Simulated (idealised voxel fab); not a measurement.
Module name: voxel gate over fins (process module)
In the cross-section labelled cut, the width is 180 nm and each square cell is 5 nm.
When this document writes out a cross-section, it uses a grid of square cells and lists it as bands, beginning at the top and moving down, with a band standing for one or more rows of cells. Quick guide to a band line: top height, bottom height (nm) up front; then every material left to right with its width in nm. Only one material and it's marked "all across"? Then it fills the band edge to edge. And "air" just means empty space. Height 0 is the level under which the wafer as received is all one material. The lowest band goes on downwards, as in "from 0 down". Width "30..40": first value at the band's top row of cells, second value at its bottom row, equal change from row to row. Any step labelled "remains unaltered" changed none of the cells in the cross-section. Look at "Closed cavity list" for the closed voids: empty spaces with no open path to the top, sized 8 cells or up. Each is width x height at distance, distance from the left edge, all nm. On a step's line, text after the settings is the simulator commenting on that step. overlay nm: where the mask lay relative to plan, measured to the right, on steps with a mask; negatives go left.
**Intended process steps**
1,RECEIVE: material Si
2,CONFORMAL_DEP: material SiN, thk nm 5
3,MASKED_ETCH: tone cover, mask id FINS, width nm 15, pitch nm 55, etch materials SiN, depth nm 5, overlay nm 0
4,MASKED_ETCH: tone cover, mask id FINS, width nm 15, pitch nm 55, etch materials Si, depth nm 35, overlay nm 0
5,FILL_DEP: material SiO2, thk nm 15
6,CMP: height nm 5
7,MASKED_ETCH: tone open, mask id RAIL, width nm 15, etch materials SiO2, depth nm 35, overlay nm 0
8,CONFORMAL_DEP: material TiN, thk nm 5
9,FILL_DEP: material Ru, thk nm 5
10,CMP: height nm 5
11,SELECTIVE_ETCH: etch materials W Ru TiN, depth nm 20
12,FILL_DEP: material SiO2, thk nm 5
13,CMP: height nm 5
14,SELECTIVE_ETCH: etch materials SiO2, depth nm 15
15,STRIP: etch materials SiN
16,CONFORMAL_DEP: material HfO2, thk nm 5
17,CONFORMAL_DEP: material TiN, thk nm 5
18,FILL_DEP: material W, thk nm 10
19,CMP: height nm 15
20,CONFORMAL_DEP: material SiCN, thk nm 10
**as received, after step 1**
- from 0 down | Si all across
- Closed cavity list: none
**Starting wafer: above. Plan: above. Run: one mistake. Cross-section after the module: below**
- from 25 to 15 | SiCN all across
- from 15 to 10 | W all across
- from 10 to 5 | W 15 nm, TiN 35 nm, W 20 nm, TiN 35 nm, W 20 nm, TiN 35 nm, W 20 nm
- from 5 to 0 | W 15 nm, TiN 5 nm, HfO2 25 nm, TiN 5 nm, W 20 nm, TiN 5 nm, HfO2 25 nm, TiN 5 nm, W 20 nm, TiN 5 nm, HfO2 25 nm, TiN 5 nm, W 20 nm
- from 0 to -5 | TiN 20 nm, HfO2 5 nm, Si 15 nm, HfO2 5 nm, TiN 30 nm, HfO2 5 nm, Si 15 nm, HfO2 5 nm, TiN 30 nm, HfO2 5 nm, Si 15 nm, HfO2 5 nm, TiN 25 nm
- from -5 to -10 | HfO2 25 nm, Si 15 nm, HfO2 40 nm, Si 15 nm, HfO2 40 nm, Si 15 nm, HfO2 30 nm
- from -10 to -15 | SiO2 25 nm, Si 15 nm, SiO2 40 nm, Si 15 nm, SiO2 40 nm, Si 15 nm, SiO2 30 nm
- from -15 to -25 | Ru 20 nm, TiN 5 nm, Si 15 nm, TiN 10 nm, SiO2 15 nm, TiN 5 nm, Ru 5 nm, TiN 5 nm, Si 15 nm, TiN 5 nm, Ru 30 nm, TiN 5 nm, Si 15 nm, TiN 5 nm, Ru 25 nm
- from -25 to -30 | TiN 25 nm, Si 15 nm, TiN 10 nm, SiO2 15 nm, TiN 15 nm, Si 15 nm, TiN 40 nm, Si 15 nm, TiN 30 nm
- from -30 to -35 | SiO2 25 nm, Si 15 nm, SiO2 40 nm, Si 15 nm, SiO2 40 nm, Si 15 nm, SiO2 30 nm
- from -35 down | Si all across
- Closed cavity list: none
What went wrong in running the wafer? step 7 did not use the planned setting and instead ran as MASKED_ETCH: tone cover, mask id RAIL, width nm 15, etch materials SiO2, depth nm 35, overlay nm 0
